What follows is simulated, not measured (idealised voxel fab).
A process module follows: voxel self aligned vias.
This is section cut - it's 200 nm across, gridded in 5 nm square cells.
In what follows, cross-sections appear as grids of square cells, described through bands that run from the top down, where every band is one or more rows of cells.
What a band's entry tells you: where the top is and where the bottom is, as heights in nm, and after that what lies inside, material by material from left to right, each with its width in nm. Empty space is written as the word "empty", and a single material marked with the word "throughout" occupies the band from edge to edge.
We count height from 0. Below that, the starting wafer is all one material. The lowest band never ends at the bottom but goes on down; see "0 down" for how that is written.
With a width like "30 to 40", each row of cells in the band differs from the next by the same amount, the top row carrying the first number and the bottom row the second.
You'll sometimes find "remains unaltered" written for a step, and that's the way of saying that nowhere in the cross-section did a cell change during that step.
The label "Closed void roster" introduces a list of the empty spaces, 8 cells or larger, that have no open way up to the top; each entry in it reads width x height at distance, where the distance is taken from the left edge and all three are stated in nm.
Where a step's line continues beyond its settings, the continuation is a remark by the simulator itself on that step.
For masked steps, "overlay nm" on the step line gives how far right of plan the mask actually lay; a minus sign means it lay to the left.
Reading key. Pairs: pre-step and post-step cross-section, one process step apart; post-step view only to lowest changed band. Step between + settings: beneath pair. Runs: pairs may be from different runs of this module, same starting wafer. Continuation from pair above: only where "Pre-process state" entry says.

### Pre-process state
* 55 to 35 | SiO2 35 nm, empty 50 nm, SiO2 25 nm, empty 50 nm, SiO2 40 nm
* 35 to 30 | SiO2 50 nm, empty 20 nm, SiO2 55 nm, empty 20 nm, SiO2 55 nm
* 30 to 20 | SiO2 50 nm, TiN 5 nm, Ru 10 nm, TiN 5 nm, SiO2 55 nm, TiN 5 nm, Ru 10 nm, TiN 5 nm, SiO2 55 nm
* 20 to 15 | SiO2 50 nm, TiN 20 nm, SiO2 55 nm, TiN 20 nm, SiO2 55 nm
* 15 to 10 | SiCN throughout
* 10 to 0 | SiO2 throughout
* 0 down | Si throughout
* Closed void roster: none

### Cross-Section Thereafter
* 60 to 55 | TiN 40 nm, empty 40 nm, TiN 35 nm, empty 40 nm, TiN 45 nm
* 55 to 40 | SiO2 35 nm, TiN 5 nm, empty 40 nm, TiN 5 nm, SiO2 25 nm, TiN 5 nm, empty 40 nm, TiN 5 nm, SiO2 40 nm
* 40 to 35 | SiO2 35 nm, TiN 20 nm, empty 10 nm, TiN 20 nm, SiO2 25 nm, TiN 20 nm, empty 10 nm, TiN 20 nm, SiO2 40 nm
* 35 to 30 | SiO2 50 nm, TiN 20 nm, SiO2 55 nm, TiN 20 nm, SiO2 55 nm
* Unchanged below 30.
* Closed void roster: none
Which step turns the before cross-section above into the after cross-section? op CONFORMAL_DEP | material TiN | thk nm 5

Pre-process state: This step starts from the configuration shown after the step in the pair immediately above.

### Cross-Section Thereafter
* 65 to 60 | W throughout
* 60 to 55 | TiN 40 nm, W 40 nm, TiN 35 nm, W 40 nm, TiN 45 nm
* 55 to 40 | SiO2 35 nm, TiN 5 nm, W 40 nm, TiN 5 nm, SiO2 25 nm, TiN 5 nm, W 40 nm, TiN 5 nm, SiO2 40 nm
* 40 to 35 | SiO2 35 nm, TiN 20 nm, W 10 nm, TiN 20 nm, SiO2 25 nm, TiN 20 nm, W 10 nm, TiN 20 nm, SiO2 40 nm
* Unchanged below 35.
* Closed void roster: none
Which step turns the before cross-section above into the after cross-section? op FILL_DEP | material W | thk nm 5

Pre-process state: This step starts from the configuration shown after the step in the pair immediately above.

### Cross-Section Thereafter
* 55 to 40 | SiO2 35 nm, TiN 5 nm, W 40 nm, TiN 5 nm, SiO2 25 nm, TiN 5 nm, W 40 nm, TiN 5 nm, SiO2 40 nm
* Unchanged below 40.
* Closed void roster: none
Which step turns the before cross-section above into the after cross-section? op CMP | height nm 55

Pre-process state: This step starts from the configuration shown after the step in the pair immediately above.

### Cross-Section Thereafter
* 60 to 55 | SiN throughout
* Unchanged below 55.
* Closed void roster: none
Which step turns the before cross-section above into the after cross-section? op CONFORMAL_DEP | material SiN | thk nm 5

### Pre-process state
* 55 to 35 | SiO2 throughout
* 35 to 30 | SiO2 45 nm, SiN 30 nm, SiO2 45 nm, SiN 30 nm, SiO2 50 nm
* 30 to 20 | SiO2 45 nm, TiN 5 nm, Ru 20 nm, TiN 5 nm, SiO2 45 nm, TiN 5 nm, Ru 20 nm, TiN 5 nm, SiO2 50 nm
* 20 to 15 | SiO2 45 nm, TiN 30 nm, SiO2 45 nm, TiN 30 nm, SiO2 50 nm
* 15 to 10 | SiCN throughout
* 10 to 0 | SiO2 throughout
* 0 down | Si throughout
* Closed void roster: none

### Cross-Section Thereafter
* 55 to 35 | SiO2 25 nm, empty 50 nm, SiO2 25 nm, empty 50 nm, SiO2 50 nm
* Unchanged below 35.
* Closed void roster: none
Which step turns the before cross-section above into the after cross-section? op MASKED_ETCH | tone open | mask id VIAS | width nm 50 | pitch nm 75 | etch materials SiO2 | depth nm 20 | overlay nm -10

Pre-process state: This step starts from the configuration shown after the step in the pair immediately above.

### Cross-Section Thereafter
* 55 to 35 | SiO2 25 nm, empty 50 nm, SiO2 25 nm, empty 50 nm, SiO2 50 nm
* 35 to 30 | SiO2 45 nm, empty 30 nm, SiO2 45 nm, empty 30 nm, SiO2 50 nm
* Unchanged below 30.
* Closed void roster: none
Which step turns the before cross-section above into the after cross-section? op MASKED_ETCH | tone open | mask id VIAS | width nm 50 | pitch nm 75 | etch materials SiN | depth nm 5 | overlay nm 0

Pre-process state: This step starts from the configuration shown after the step in the pair immediately above.

### Cross-Section Thereafter
* 60 to 55 | TiN 30 nm, empty 40 nm, TiN 35 nm, empty 40 nm, TiN 55 nm
* 55 to 40 | SiO2 25 nm, TiN 5 nm, empty 40 nm, TiN 5 nm, SiO2 25 nm, TiN 5 nm, empty 40 nm, TiN 5 nm, SiO2 50 nm
* 40 to 35 | SiO2 25 nm, TiN 25 nm, empty 20 nm, TiN 5 nm, SiO2 25 nm, TiN 25 nm, empty 20 nm, TiN 5 nm, SiO2 50 nm
* 35 to 30 | SiO2 45 nm, TiN 30 nm, SiO2 45 nm, TiN 30 nm, SiO2 50 nm
* Unchanged below 30.
* Closed void roster: none
Which step turns the before cross-section above into the after cross-section? op CONFORMAL_DEP | material TiN | thk nm 5

Pre-process state: This step starts from the configuration shown after the step in the pair immediately above.

### Cross-Section Thereafter
* 65 to 60 | W throughout
* 60 to 55 | TiN 30 nm, W 40 nm, TiN 35 nm, W 40 nm, TiN 55 nm
* 55 to 40 | SiO2 25 nm, TiN 5 nm, W 40 nm, TiN 5 nm, SiO2 25 nm, TiN 5 nm, W 40 nm, TiN 5 nm, SiO2 50 nm
* 40 to 35 | SiO2 25 nm, TiN 25 nm, W 20 nm, TiN 5 nm, SiO2 25 nm, TiN 25 nm, W 20 nm, TiN 5 nm, SiO2 50 nm
* Unchanged below 35.
* Closed void roster: none
Which step turns the before cross-section above into the after cross-section? op FILL_DEP | material W | thk nm 5

Pre-process state: This step starts from the configuration shown after the step in the pair immediately above.

### Cross-Section Thereafter
* 55 to 40 | SiO2 25 nm, TiN 5 nm, W 40 nm, TiN 5 nm, SiO2 25 nm, TiN 5 nm, W 40 nm, TiN 5 nm, SiO2 50 nm
* Unchanged below 40.
* Closed void roster: none
Which step turns the before cross-section above into the after cross-section? op CMP | height nm 55

Pre-process state: This step starts from the configuration shown after the step in the pair immediately above.

### Cross-Section Thereafter
* 60 to 55 | SiN throughout
* Unchanged below 55.
* Closed void roster: none
Which step turns the before cross-section above into the after cross-section? op CONFORMAL_DEP | material SiN | thk nm 5

### Pre-process state
* 55 to 35 | SiO2 35 nm, empty 50 nm, SiO2 25 nm, empty 50 nm, SiO2 40 nm
* 35 to 30 | SiO2 45 nm, empty 30 nm, SiO2 45 nm, empty 30 nm, SiO2 50 nm
* 30 to 20 | SiO2 45 nm, TiN 5 nm, Ru 20 nm, TiN 5 nm, SiO2 45 nm, TiN 5 nm, Ru 20 nm, TiN 5 nm, SiO2 50 nm
* 20 to 15 | SiO2 45 nm, TiN 30 nm, SiO2 45 nm, TiN 30 nm, SiO2 50 nm
* 15 to 10 | SiCN throughout
* 10 to 0 | SiO2 throughout
* 0 down | Si throughout
* Closed void roster: none

### Cross-Section Thereafter
* 60 to 40 | SiO2 40 nm, empty 40 nm, SiO2 35 nm, empty 40 nm, SiO2 45 nm
* 40 to 35 | SiO2 50 nm, empty 20 nm, SiO2 55 nm, empty 20 nm, SiO2 55 nm
* 35 to 30 | SiO2 throughout
* Unchanged below 30.
* Closed void roster: none
Which step turns the before cross-section above into the after cross-section? op CONFORMAL_DEP | material SiO2 | thk nm 5

Pre-process state: This step starts from the configuration shown after the step in the pair immediately above.

### Cross-Section Thereafter
* 65 to 60 | W throughout
* 60 to 40 | SiO2 40 nm, W 40 nm, SiO2 35 nm, W 40 nm, SiO2 45 nm
* 40 to 35 | SiO2 50 nm, W 20 nm, SiO2 55 nm, W 20 nm, SiO2 55 nm
* Unchanged below 35.
* Closed void roster: none
Which step turns the before cross-section above into the after cross-section? op FILL_DEP | material W | thk nm 5

Pre-process state: This step starts from the configuration shown after the step in the pair immediately above.

### Cross-Section Thereafter
* 55 to 40 | SiO2 40 nm, W 40 nm, SiO2 35 nm, W 40 nm, SiO2 45 nm
* Unchanged below 40.
* Closed void roster: none
Which step turns the before cross-section above into the after cross-section? op CMP | height nm 55

Pre-process state: This step starts from the configuration shown after the step in the pair immediately above.

### Cross-Section Thereafter
* 60 to 55 | SiN throughout
* Unchanged below 55.
* Closed void roster: none
Which step turns the before cross-section above into the after cross-section? op CONFORMAL_DEP | material SiN | thk nm 5

### Pre-process state
* 35 to 15 | SiO2 throughout
* 15 to 10 | SiCN throughout
* 10 to 0 | SiO2 throughout
* 0 down | Si throughout
* Closed void roster: none

### Cross-Section Thereafter
* 35 to 15 | empty 45 nm, SiO2 30 nm, empty 45 nm, SiO2 30 nm, empty 50 nm
* Unchanged below 15.
* Closed void roster: none
Which step turns the before cross-section above into the after cross-section? op MASKED_ETCH | tone cover | mask id LINES | width nm 30 | pitch nm 75 | etch materials SiO2 | depth nm 20 | overlay nm 0

Pre-process state: This step starts from the configuration shown after the step in the pair immediately above.

### Cross-Section Thereafter
* 40 to 35 | empty 40 nm, TiN 40 nm, empty 35 nm, TiN 40 nm, empty 45 nm
* 35 to 20 | empty 40 nm, TiN 5 nm, SiO2 30 nm, TiN 5 nm, empty 35 nm, TiN 5 nm, SiO2 30 nm, TiN 5 nm, empty 45 nm
* 20 to 15 | TiN 45 nm, SiO2 30 nm, TiN 45 nm, SiO2 30 nm, TiN 50 nm
* Unchanged below 15.
* Closed void roster: none
Which step turns the before cross-section above into the after cross-section? op CONFORMAL_DEP | material TiN | thk nm 5

Pre-process state: This step starts from the configuration shown after the step in the pair immediately above.

### Cross-Section Thereafter
* 45 to 40 | Ru throughout
* 40 to 35 | Ru 40 nm, TiN 40 nm, Ru 35 nm, TiN 40 nm, Ru 45 nm
* 35 to 20 | Ru 40 nm, TiN 5 nm, SiO2 30 nm, TiN 5 nm, Ru 35 nm, TiN 5 nm, SiO2 30 nm, TiN 5 nm, Ru 45 nm
* Unchanged below 20.
* Closed void roster: none
Which step turns the before cross-section above into the after cross-section? op FILL_DEP | material Ru | thk nm 5

Pre-process state: This step starts from the configuration shown after the step in the pair immediately above.

### Cross-Section Thereafter
* 35 to 20 | Ru 40 nm, TiN 5 nm, SiO2 30 nm, TiN 5 nm, Ru 35 nm, TiN 5 nm, SiO2 30 nm, TiN 5 nm, Ru 45 nm
* Unchanged below 20.
* Closed void roster: none
Which step turns the before cross-section above into the after cross-section? op CMP | height nm 35

Pre-process state: This step starts from the configuration shown after the step in the pair immediately above.

### Cross-Section Thereafter
* 35 to 30 | empty 45 nm, SiO2 30 nm, empty 45 nm, SiO2 30 nm, empty 50 nm
* Unchanged below 30.
* Closed void roster: none
Which step turns the before cross-section above into the after cross-section? op SELECTIVE_ETCH | etch materials W Ru TiN | depth nm 5

Pre-process state: This step starts from the configuration shown after the step in the pair immediately above.

### Cross-Section Thereafter
* 40 to 35 | SiN throughout
* 35 to 30 | SiN 45 nm, SiO2 30 nm, SiN 45 nm, SiO2 30 nm, SiN 50 nm
* Unchanged below 30.
* Closed void roster: none
Which step turns the before cross-section above into the after cross-section? op FILL_DEP | material SiN | thk nm 5

Pre-process state: This step starts from the configuration shown after the step in the pair immediately above.

### Cross-Section Thereafter
* 35 to 30 | SiN 45 nm, SiO2 30 nm, SiN 45 nm, SiO2 30 nm, SiN 50 nm
* Unchanged below 30.
* Closed void roster: none
Which step turns the before cross-section above into the after cross-section? op CMP | height nm 35

Pre-process state: This step starts from the configuration shown after the step in the pair immediately above.

### Cross-Section Thereafter
* 55 to 35 | SiO2 throughout
* Unchanged below 35.
* Closed void roster: none
Which step turns the before cross-section above into the after cross-section? op DIRECTIONAL_DEP | material SiO2 | thk nm 20

Pre-process state: This step starts from the configuration shown after the step in the pair immediately above.

### Cross-Section Thereafter
* 55 to 35 | SiO2 35 nm, empty 50 nm, SiO2 25 nm, empty 50 nm, SiO2 40 nm
* Unchanged below 35.
* Closed void roster: none
Which step turns the before cross-section above into the after cross-section? op MASKED_ETCH | tone open | mask id VIAS | width nm 50 | pitch nm 75 | etch materials SiO2 | depth nm 20 | overlay nm 0

Pre-process state: This step starts from the configuration shown after the step in the pair immediately above.

### Cross-Section Thereafter
* 55 to 35 | SiO2 35 nm, empty 50 nm, SiO2 25 nm, empty 50 nm, SiO2 40 nm
* 35 to 30 | SiN 35 nm, empty 10 nm, SiO2 30 nm, empty 10 nm, SiN 25 nm, empty 10 nm, SiO2 30 nm, empty 10 nm, SiN 40 nm
* Unchanged below 30.
* Closed void roster: none
Which step turns the before cross-section above into the after cross-section? op MASKED_ETCH | tone open | mask id VIAS | width nm 50 | pitch nm 75 | etch materials SiN | depth nm 5 | overlay nm 0

Pre-process state: This step starts from the configuration shown after the step in the pair immediately above.

### Cross-Section Thereafter
* 60 to 55 | TiN 40 nm, empty 40 nm, TiN 35 nm, empty 40 nm, TiN 45 nm
* 55 to 40 | SiO2 35 nm, TiN 5 nm, empty 40 nm, TiN 5 nm, SiO2 25 nm, TiN 5 nm, empty 40 nm, TiN 5 nm, SiO2 40 nm
* 40 to 35 | SiO2 35 nm, TiN 50 nm, SiO2 25 nm, TiN 50 nm, SiO2 40 nm
* 35 to 30 | SiN 35 nm, TiN 10 nm, SiO2 30 nm, TiN 10 nm, SiN 25 nm, TiN 10 nm, SiO2 30 nm, TiN 10 nm, SiN 40 nm
* Unchanged below 30.
* Closed void roster: none
Which step turns the before cross-section above into the after cross-section? op CONFORMAL_DEP | material TiN | thk nm 5

Pre-process state: This step starts from the configuration shown after the step in the pair immediately above.

### Cross-Section Thereafter
* 65 to 60 | W throughout
* 60 to 55 | TiN 40 nm, W 40 nm, TiN 35 nm, W 40 nm, TiN 45 nm
* 55 to 40 | SiO2 35 nm, TiN 5 nm, W 40 nm, TiN 5 nm, SiO2 25 nm, TiN 5 nm, W 40 nm, TiN 5 nm, SiO2 40 nm
* Unchanged below 40.
* Closed void roster: none
Which step turns the before cross-section above into the after cross-section? op FILL_DEP | material W | thk nm 5

Pre-process state: This step starts from the configuration shown after the step in the pair immediately above.

### Cross-Section Thereafter
* 55 to 40 | SiO2 35 nm, TiN 5 nm, W 40 nm, TiN 5 nm, SiO2 25 nm, TiN 5 nm, W 40 nm, TiN 5 nm, SiO2 40 nm
* Unchanged below 40.
* Closed void roster: none
Which step turns the before cross-section above into the after cross-section? op CMP | height nm 55

Pre-process state: This step starts from the configuration shown after the step in the pair immediately above.

### Cross-Section Thereafter
* 60 to 55 | SiN throughout
* Unchanged below 55.
* Closed void roster: none
Which step turns the before cross-section above into the after cross-section? op CONFORMAL_DEP | material SiN | thk nm 5
